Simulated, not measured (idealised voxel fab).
process module | voxel transistor to metal
cross-section cut | 160 nm wide | cells 5 nm
A cross-section is a grid of square cells, given in bands from the top down. A band is one or more rows of cells.
Each band's line starts with the height of the band's top and of its bottom, in nm. Then come its materials from left to right, each with its width in nm. One material with "throughout" fills the band from edge to edge. "air" is empty space.
Height 0 is the level under which the wafer as received is all one material. The lowest band goes on downwards, as in "0 down".
A width such as "30 to 40" changes by the same amount from each row of cells to the next, from the band's top row to its bottom row.
"no change" after a step means that no cell of the cross-section changed.
closed voids: empty space of 8 cells or more with no open way to the top, each as width x height at its distance from the left edge, in nm
after a step's settings: what the simulator itself notes on the step
overlay nm, on a step with a mask: how far to the right of its planned place the mask lay; to the left if negative
plan
1 op RECEIVE | material Si
2 op OXIDIZE | depth nm 5
3 op CONFORMAL_DEP | material SiN | thk nm 10
4 op MASKED_ETCH | tone cover | mask id ACTIVE | width nm 100 | etch materials SiN | depth nm 10 | overlay nm 0
5 op MASKED_ETCH | tone cover | mask id ACTIVE | width nm 100 | etch materials SiO2 | depth nm 5 | overlay nm -15
6 op MASKED_ETCH | tone cover | mask id ACTIVE | width nm 100 | etch materials Si | depth nm 30 | overlay nm 0
7 op FILL_DEP | material SiO2 | thk nm 5
8 op CMP | height nm 10
9 op SELECTIVE_ETCH | etch materials SiO2 | depth nm 5
10 op STRIP | etch materials SiN
11 op SELECTIVE_ETCH | etch materials SiO2 | depth nm 5
12 op OXIDIZE | depth nm 5
13 op DIRECTIONAL_DEP | material polySi | thk nm 30
14 op DIRECTIONAL_DEP | material SiCN | thk nm 15
15 op DIRECTIONAL_DEP | material aC | thk nm 10
16 op PATTERN | tone cover | mask id GATE | material resist | width nm 20 | thk nm 30 | overlay nm 0
17 op DIRECTIONAL_ETCH | etch materials aC | depth nm 10
18 op STRIP | etch materials resist
19 op DIRECTIONAL_ETCH | etch materials SiCN | depth nm 25
20 op DIRECTIONAL_ETCH | etch materials polySi | depth nm 40
21 op STRIP | etch materials aC
22 op CONFORMAL_DEP | material SiO2 | thk nm 5
23 op DIRECTIONAL_ETCH | etch materials SiO2 | depth nm 5
24 op CONFORMAL_DEP | material SiN | thk nm 10
25 op DIRECTIONAL_ETCH | etch materials SiN | depth nm 10
26 op DIRECTIONAL_ETCH | etch materials SiO2 | depth nm 5
27 op DIRECTIONAL_ETCH | etch materials Si | depth nm 15
28 op EPI | material SiGe | thk nm 15
29 op FILL_DEP | material SiO2 | thk nm 5
30 op CMP | height nm 40
31 op DIRECTIONAL_DEP | material SiO2 | thk nm 15
32 op DIRECTIONAL_DEP | material aC | thk nm 10
33 op PATTERN | tone open | mask id CONTACT | material resist | width nm 25 | pitch nm 55 | thk nm 30 | overlay nm 0
34 op DIRECTIONAL_ETCH | etch materials aC | depth nm 10
35 op STRIP | etch materials resist
36 op DIRECTIONAL_ETCH | etch materials SiO2 | depth nm 50
37 op STRIP | etch materials aC
38 op CONFORMAL_DEP | material TiN | thk nm 5
39 op FILL_DEP | material Ru | thk nm 5
40 op CMP | height nm 55
41 op DIRECTIONAL_DEP | material TiN | thk nm 5
42 op DIRECTIONAL_DEP | material W | thk nm 25
43 op PATTERN | tone cover | mask id METAL_1 | material resist | width nm 15 | pitch nm 65 | thk nm 15 | overlay nm 0
44 op DIRECTIONAL_ETCH | etch materials W | depth nm 25
45 op DIRECTIONAL_ETCH | etch materials TiN | depth nm 5
46 op STRIP | etch materials resist
47 op FILL_DEP | material lowk | thk nm 5
48 op CMP | height nm 85
49 op CONFORMAL_DEP | material SiCN | thk nm 5
varied across the wafers: overlay nm of step 5. The plan shows the first wafer's value. All wafers start alike
first wafer as received, after step 1
  0 down: Si throughout
  closed voids: none
first wafer at the end, after step 49
  90 to 85: SiCN throughout
  85 to 60: lowk 40 | W 15 | lowk 50 | W 15 | lowk 40
  60 to 55: lowk 40 | TiN 15 | lowk 50 | TiN 15 | lowk 40
  55 to 45: SiO2 40 | TiN 5 | Ru 15 | TiN 5 | SiO2 30 | TiN 5 | Ru 15 | TiN 5 | SiO2 40
  45 to 40: SiO2 40 | TiN 5 | Ru 5 | TiN 15 | SiO2 30 | TiN 15 | Ru 5 | TiN 5 | SiO2 40
  40 to 25: SiO2 40 | TiN 5 | Ru 5 | TiN 5 | SiN 10 | SiO2 5 | SiCN 20 | SiO2 5 | SiN 10 | TiN 5 | Ru 5 | TiN 5 | SiO2 40
  25 to 10: SiO2 40 | TiN 5 | Ru 5 | TiN 5 | SiN 10 | SiO2 5 | polySi 20 | SiO2 5 | SiN 10 | TiN 5 | Ru 5 | TiN 5 | SiO2 40
  10 to 5: SiO2 40 | TiN 15 | SiN 10 | SiO2 5 | polySi 20 | SiO2 5 | SiN 10 | TiN 15 | SiO2 40
  5 to 0: SiO2 5 | SiGe 25 | SiO2 5 | SiGe 20 | SiN 10 | SiO2 5 | polySi 20 | SiO2 5 | SiN 10 | SiGe 20 | SiO2 35
  0 to -5: SiO2 5 | SiGe 25 | SiN 10 | SiGe 15 | SiN 10 | SiO2 5 | polySi 20 | SiO2 5 | SiN 10 | SiGe 15 | SiN 10 | SiO2 30
  -5 to -10: SiO2 15 | SiGe 5 | SiO2 20 | SiGe 15 | SiO2 50 | SiGe 15 | SiO2 40
  -10 to -20: SiO2 15 | SiGe 5 | Si 20 | SiGe 15 | Si 50 | SiGe 15 | Si 10 | SiO2 30
  -20 to -25: SiO2 15 | Si 25 | SiGe 15 | Si 50 | SiGe 15 | Si 10 | SiO2 30
  -25 to -35: SiO2 15 | Si 115 | SiO2 30
  -35 down: Si throughout
  closed voids: none
last wafer at the end
  90 to 85: SiCN throughout
  85 to 60: lowk 40 | W 15 | lowk 50 | W 15 | lowk 40
  60 to 55: lowk 40 | TiN 15 | lowk 50 | TiN 15 | lowk 40
  55 to 45: SiO2 40 | TiN 5 | Ru 15 | TiN 5 | SiO2 30 | TiN 5 | Ru 15 | TiN 5 | SiO2 40
  45 to 40: SiO2 40 | TiN 5 | Ru 5 | TiN 15 | SiO2 30 | TiN 15 | Ru 5 | TiN 5 | SiO2 40
  40 to 25: SiO2 40 | TiN 5 | Ru 5 | TiN 5 | SiN 10 | SiO2 5 | SiCN 20 | SiO2 5 | SiN 10 | TiN 5 | Ru 5 | TiN 5 | SiO2 40
  25 to 10: SiO2 40 | TiN 5 | Ru 5 | TiN 5 | SiN 10 | SiO2 5 | polySi 20 | SiO2 5 | SiN 10 | TiN 5 | Ru 5 | TiN 5 | SiO2 40
  10 to 5: SiO2 40 | TiN 15 | SiN 10 | SiO2 5 | polySi 20 | SiO2 5 | SiN 10 | TiN 15 | SiO2 40
  5 to 0: SiO2 35 | SiGe 20 | SiN 10 | SiO2 5 | polySi 20 | SiO2 5 | SiN 10 | SiGe 20 | SiO2 5 | SiGe 25 | SiO2 5
  0 to -5: SiO2 30 | SiN 10 | SiGe 15 | SiN 10 | SiO2 5 | polySi 20 | SiO2 5 | SiN 10 | SiGe 15 | SiN 10 | SiGe 25 | SiO2 5
  -5 to -10: SiO2 40 | SiGe 15 | SiO2 50 | SiGe 15 | SiO2 20 | SiGe 5 | SiO2 15
  -10 to -20: SiO2 30 | Si 10 | SiGe 15 | Si 50 | SiGe 15 | Si 20 | SiGe 5 | SiO2 15
  -20 to -25: SiO2 30 | Si 10 | SiGe 15 | Si 50 | SiGe 15 | Si 25 | SiO2 15
  -25 to -35: SiO2 30 | Si 115 | SiO2 15
  -35 down: Si throughout
  closed voids: none
each wafer at the end: cells of each material gained (+) or lost (-) since it was received, then its closed voids
overlay nm -15 | +26 Ru | -129 Si | +44 SiCN | +51 SiGe | +40 SiN | +282 SiO2 | +52 TiN | +30 W | +156 lowk | +24 polySi | closed voids: none
overlay nm -10 | +26 Ru | -132 Si | +44 SiCN | +38 SiGe | +40 SiN | +298 SiO2 | +52 TiN | +30 W | +156 lowk | +24 polySi | closed voids: none
overlay nm -5 | +26 Ru | -137 Si | +44 SiCN | +38 SiGe | +40 SiN | +303 SiO2 | +52 TiN | +30 W | +156 lowk | +24 polySi | closed voids: none
overlay nm 0 | +26 Ru | -142 Si | +44 SiCN | +38 SiGe | +40 SiN | +308 SiO2 | +52 TiN | +30 W | +156 lowk | +24 polySi | closed voids: none
overlay nm 5 | +26 Ru | -137 Si | +44 SiCN | +38 SiGe | +40 SiN | +303 SiO2 | +52 TiN | +30 W | +156 lowk | +24 polySi | closed voids: none
overlay nm 10 | +26 Ru | -132 Si | +44 SiCN | +38 SiGe | +40 SiN | +298 SiO2 | +52 TiN | +30 W | +156 lowk | +24 polySi | closed voids: none
overlay nm 15 | +26 Ru | -129 Si | +44 SiCN | +51 SiGe | +40 SiN | +282 SiO2 | +52 TiN | +30 W | +156 lowk | +24 polySi | closed voids: none
